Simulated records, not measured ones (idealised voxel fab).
process module | voxel gate over fins
cross-section cut | 275 nm wide | cells 5 nm
A cross-section is a grid of square cells, given in bands from the top down. A band is one or more rows of cells.
Each band's line starts with the height of the band's top and of its bottom, in nm. Then come its materials from left to right, each with its width in nm. One material with "throughout" fills the band from edge to edge. "air" is empty space.
Height 0 is the level under which the wafer as received is all one material. The lowest band goes on downwards, as in "0 down".
A width such as "30 to 40" changes by the same amount from each row of cells to the next, from the band's top row to its bottom row.
"no change" after a step means that no cell of the cross-section changed.
closed voids: empty space of 8 cells or more with no open way to the top, each as width x height at its distance from the left edge, in nm
after a step's settings: what the simulator itself notes on the step
overlay nm, on a step with a mask: how far to the right of its planned place the mask lay; to the left if negative
plan
1 op RECEIVE | material Si
2 op CONFORMAL_DEP | material SiN | thk nm 10
3 op MASKED_ETCH | tone cover | mask id FINS | width nm 15 | pitch nm 35 | etch materials SiN | depth nm 10 | overlay nm 0
4 op MASKED_ETCH | tone cover | mask id FINS | width nm 15 | pitch nm 35 | etch materials Si | depth nm 40 | overlay nm 0
5 op FILL_DEP | material SiO2 | thk nm 5
6 op CMP | height nm 10
7 op SELECTIVE_ETCH | etch materials SiO2 | depth nm 20
8 op STRIP | etch materials SiN
9 op CONFORMAL_DEP | material HfO2 | thk nm 5
10 op CONFORMAL_DEP | material TiN | thk nm 5
11 op FILL_DEP | material W | thk nm 10
12 op CMP | height nm 15
13 op CONFORMAL_DEP | material SiCN | thk nm 10
first wafer, as planned
as received, after step 1
  0 down: Si throughout
  closed voids: none
after step 2
  10 to 0: SiN throughout
  below 0: unchanged
after step 3
  10 to 0: air 95 | SiN 15 | air 20 | SiN 15 | air 20 | SiN 15 | air 95
  below 0: unchanged
after step 4
  10 to 0: air 95 | SiN 15 | air 20 | SiN 15 | air 20 | SiN 15 | air 95
  0 to -40: air 95 | Si 15 | air 20 | Si 15 | air 20 | Si 15 | air 95
  below -40: unchanged
after step 5
  15 to 10: SiO2 throughout
  10 to 0: SiO2 95 | SiN 15 | SiO2 20 | SiN 15 | SiO2 20 | SiN 15 | SiO2 95
  0 to -40: SiO2 95 | Si 15 | SiO2 20 | Si 15 | SiO2 20 | Si 15 | SiO2 95
  below -40: unchanged
after step 6
  10 to 0: SiO2 95 | SiN 15 | SiO2 20 | SiN 15 | SiO2 20 | SiN 15 | SiO2 95
  below 0: unchanged
after step 7
  10 to 0: air 95 | SiN 15 | air 20 | SiN 15 | air 20 | SiN 15 | air 95
  0 to -10: air 95 | Si 15 | air 20 | Si 15 | air 20 | Si 15 | air 95
  below -10: unchanged
after step 8
  0 to -10: air 95 | Si 15 | air 20 | Si 15 | air 20 | Si 15 | air 95
  below -10: unchanged
after step 9
  5 to 0: air 90 | HfO2 25 | air 10 | HfO2 25 | air 10 | HfO2 25 | air 90
  0 to -5: air 90 | HfO2 5 | Si 15 | HfO2 5 | air 10 | HfO2 5 | Si 15 | HfO2 5 | air 10 | HfO2 5 | Si 15 | HfO2 5 | air 90
  -5 to -10: HfO2 95 | Si 15 | HfO2 20 | Si 15 | HfO2 20 | Si 15 | HfO2 95
  below -10: unchanged
after step 10
  10 to 5: air 85 | TiN 105 | air 85
  5 to 0: air 85 | TiN 5 | HfO2 25 | TiN 10 | HfO2 25 | TiN 10 | HfO2 25 | TiN 5 | air 85
  0 to -5: TiN 90 | HfO2 5 | Si 15 | HfO2 5 | TiN 10 | HfO2 5 | Si 15 | HfO2 5 | TiN 10 | HfO2 5 | Si 15 | HfO2 5 | TiN 90
  below -5: unchanged
after step 11
  20 to 10: W throughout
  10 to 5: W 85 | TiN 105 | W 85
  5 to 0: W 85 | TiN 5 | HfO2 25 | TiN 10 | HfO2 25 | TiN 10 | HfO2 25 | TiN 5 | W 85
  below 0: unchanged
after step 12
  15 to 10: W throughout
  below 10: unchanged
after step 13
  25 to 15: SiCN throughout
  below 15: unchanged
second wafer: like start, like plan, one mistake. Through step 6 it matches the first wafer
when step 7 should have ended
  10 to 0: SiO2 95 | air 15 | SiO2 20 | air 15 | SiO2 20 | air 15 | SiO2 95
  below 0: unchanged
when step 8 should have ended
  0 to -10: air 95 | Si 15 | air 20 | Si 15 | air 20 | Si 15 | air 95
  -10 to -20: SiO2 75 | air 20 | Si 15 | air 20 | Si 15 | air 20 | Si 15 | air 20 | SiO2 75
  below -20: unchanged
when step 9 should have ended
  5 to 0: air 90 | HfO2 25 | air 10 | HfO2 25 | air 10 | HfO2 25 | air 90
  0 to -5: air 90 | HfO2 5 | Si 15 | HfO2 5 | air 10 | HfO2 5 | Si 15 | HfO2 5 | air 10 | HfO2 5 | Si 15 | HfO2 5 | air 90
  -5 to -10: HfO2 80 | air 10 | HfO2 5 | Si 15 | HfO2 5 | air 10 | HfO2 5 | Si 15 | HfO2 5 | air 10 | HfO2 5 | Si 15 | HfO2 5 | air 10 | HfO2 80
  -10 to -15: SiO2 75 | HfO2 5 | air 10 | HfO2 5 | Si 15 | HfO2 5 | air 10 | HfO2 5 | Si 15 | HfO2 5 | air 10 | HfO2 5 | Si 15 | HfO2 5 | air 10 | HfO2 5 | SiO2 75
  -15 to -20: SiO2 75 | HfO2 20 | Si 15 | HfO2 20 | Si 15 | HfO2 20 | Si 15 | HfO2 20 | SiO2 75
  below -20: unchanged
when step 10 should have ended
  10 to 5: air 85 | TiN 105 | air 85
  5 to 0: air 85 | TiN 5 | HfO2 25 | TiN 10 | HfO2 25 | TiN 10 | HfO2 25 | TiN 5 | air 85
  0 to -5: TiN 90 | HfO2 5 | Si 15 | HfO2 5 | TiN 10 | HfO2 5 | Si 15 | HfO2 5 | TiN 10 | HfO2 5 | Si 15 | HfO2 5 | TiN 90
  -5 to -10: HfO2 80 | TiN 10 | HfO2 5 | Si 15 | HfO2 5 | TiN 10 | HfO2 5 | Si 15 | HfO2 5 | TiN 10 | HfO2 5 | Si 15 | HfO2 5 | TiN 10 | HfO2 80
  -10 to -15: SiO2 75 | HfO2 5 | TiN 10 | HfO2 5 | Si 15 | HfO2 5 | TiN 10 | HfO2 5 | Si 15 | HfO2 5 | TiN 10 | HfO2 5 | Si 15 | HfO2 5 | TiN 10 | HfO2 5 | SiO2 75
  below -15: unchanged
when step 11 should have ended
  20 to 10: W throughout
  10 to 5: W 85 | TiN 105 | W 85
  5 to 0: W 85 | TiN 5 | HfO2 25 | TiN 10 | HfO2 25 | TiN 10 | HfO2 25 | TiN 5 | W 85
  below 0: unchanged
when step 12 should have ended
  15 to 10: W throughout
  below 10: unchanged
when step 13 should have ended
  25 to 15: SiCN throughout
  below 15: unchanged
what went wrong: steps 7 and 8 were swapped
at the end the second wafer has, in cells: 16 more of HfO2 | 32 fewer of SiO2 | 16 more of TiN
